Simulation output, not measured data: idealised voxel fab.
Presented below is a process module, voxel gate over fins.
cross-section cut | 265 nm wide | cells 5 nm
Think of the cross-section as a grid of square cells. We describe it in bands, top to bottom, and each band covers one or more rows of those cells. Each band's line starts with the height of the band's top and of its bottom, in nm. Then come its materials from left to right, each with its width in nm. One material with "all across" fills the band from edge to edge. "blank" is empty space. Heights from 0 (as-received wafer is one material below). Bottom band endless downward, as "0 down". The notation "30..40" denotes a width that varies across the rows of cells in the band, beginning at the first number in the top row, finishing at the second number in the bottom row, and changing by an identical amount from each row to the next. Basically "left unchanged" means that step didn't change any cell in the cross-section. In "Closed void table" the enclosed voids are listed, meaning empty spaces of 8 cells or larger without any opening to the top. The form is width x height at distance, distance from the left edge, units nm. The remark found on a step's line after its settings is issued by the simulator itself and pertains to that step. "overlay nm", when on a step's line for a step with a mask, measures how far to the right of its planned place the mask lay; a negative measure means to the left.

## Here's what the planned process steps look like
1: RECEIVE with material Si
2: CONFORMAL_DEP with material SiN, thk nm 10
3: DIRECTIONAL_DEP with material aC, thk nm 10
4: PATTERN with tone cover, mask id FINS, material resist, width nm 15, pitch nm 50, thk nm 30, overlay nm 0
5: DIRECTIONAL_ETCH with etch materials aC, depth nm 10
6: STRIP with etch materials resist
7: DIRECTIONAL_ETCH with etch materials SiN, depth nm 10
8: DIRECTIONAL_ETCH with etch materials Si, depth nm 30
9: STRIP with etch materials aC
10: FILL_DEP with material SiO2, thk nm 10
11: CMP with height nm 10
12: PATTERN with tone open, mask id RAIL, material resist, width nm 15, thk nm 20, overlay nm 0
13: DIRECTIONAL_ETCH with etch materials SiO2, depth nm 35
14: STRIP with etch materials resist
15: CONFORMAL_DEP with material TiN, thk nm 5
16: FILL_DEP with material W, thk nm 10
17: CMP with height nm 10
18: SELECTIVE_ETCH with etch materials W Ru TiN, depth nm 25
19: FILL_DEP with material SiO2, thk nm 5
20: CMP with height nm 10
21: SELECTIVE_ETCH with etch materials SiO2, depth nm 20
22: STRIP with etch materials SiN
23: CONFORMAL_DEP with material HfO2, thk nm 5
24: CONFORMAL_DEP with material TiN, thk nm 5
25: FILL_DEP with material W, thk nm 15
26: CMP with height nm 20
27: CONFORMAL_DEP with material SiCN, thk nm 5

## Wafer at receipt (post step 1), cross-section
* 0 down  Si all across
* Closed void table: none

## Looking at the first of two wafers in cross-section at end of module - ran to plan
* 25 to 20  SiCN all across
* 20 to 10  W all across
* 10 to 5  90 nm W / 35 nm TiN / 15 nm W / 35 nm TiN / 90 nm W
* 5 to 0  90 nm W / 5 nm TiN / 25 nm HfO2 / 5 nm TiN / 15 nm W / 5 nm TiN / 25 nm HfO2 / 5 nm TiN / 90 nm W
* 0 to -5  95 nm TiN / 5 nm HfO2 / 15 nm Si / 5 nm HfO2 / 25 nm TiN / 5 nm HfO2 / 15 nm Si / 5 nm HfO2 / 95 nm TiN
* -5 to -10  100 nm HfO2 / 15 nm Si / 35 nm HfO2 / 15 nm Si / 100 nm HfO2
* -10 to -15  100 nm SiO2 / 15 nm Si / 35 nm SiO2 / 15 nm Si / 100 nm SiO2
* -15 to -20  100 nm SiO2 / 15 nm Si / 10 nm SiO2 / 5 nm TiN / 5 nm W / 5 nm TiN / 10 nm SiO2 / 15 nm Si / 100 nm SiO2
* -20 to -25  100 nm SiO2 / 15 nm Si / 10 nm SiO2 / 15 nm TiN / 10 nm SiO2 / 15 nm Si / 100 nm SiO2
* -25 to -30  100 nm SiO2 / 15 nm Si / 35 nm SiO2 / 15 nm Si / 100 nm SiO2
* -30 down  Si all across
* Closed void table: none

## End of module, second wafer, cross-section. Started like the first, planned like the first, run with one mistake
* 25 to 20  SiCN all across
* 20 to 10  W all across
* 10 to 5  90 nm W / 35 nm TiN / 15 nm W / 35 nm TiN / 90 nm W
* 5 to 0  90 nm W / 5 nm TiN / 25 nm HfO2 / 5 nm TiN / 15 nm W / 5 nm TiN / 25 nm HfO2 / 5 nm TiN / 90 nm W
* 0 to -5  95 nm TiN / 5 nm HfO2 / 15 nm Si / 5 nm HfO2 / 25 nm TiN / 5 nm HfO2 / 15 nm Si / 5 nm HfO2 / 95 nm TiN
* -5 to -10  100 nm HfO2 / 15 nm Si / 35 nm HfO2 / 15 nm Si / 100 nm HfO2
* -10 to -15  100 nm SiO2 / 15 nm Si / 35 nm SiO2 / 15 nm Si / 100 nm SiO2
* -15 to -20  100 nm SiO2 / 15 nm Si / 10 nm SiO2 / 5 nm TiN / 10 nm W / 5 nm TiN / 5 nm SiO2 / 15 nm Si / 100 nm SiO2
* -20 to -25  100 nm SiO2 / 15 nm Si / 10 nm SiO2 / 20 nm TiN / 5 nm SiO2 / 15 nm Si / 100 nm SiO2
* -25 to -30  100 nm SiO2 / 15 nm Si / 35 nm SiO2 / 15 nm Si / 100 nm SiO2
* -30 down  Si all across
* Closed void table: none
So what did we get wrong on this run? step 12 ran as: PATTERN with tone open, mask id RAIL, material resist, width nm 20, thk nm 20, overlay nm 0
Final difference in cells, second wafer against first, listed per material as more or fewer: -2 SiO2 | +1 TiN | +1 W
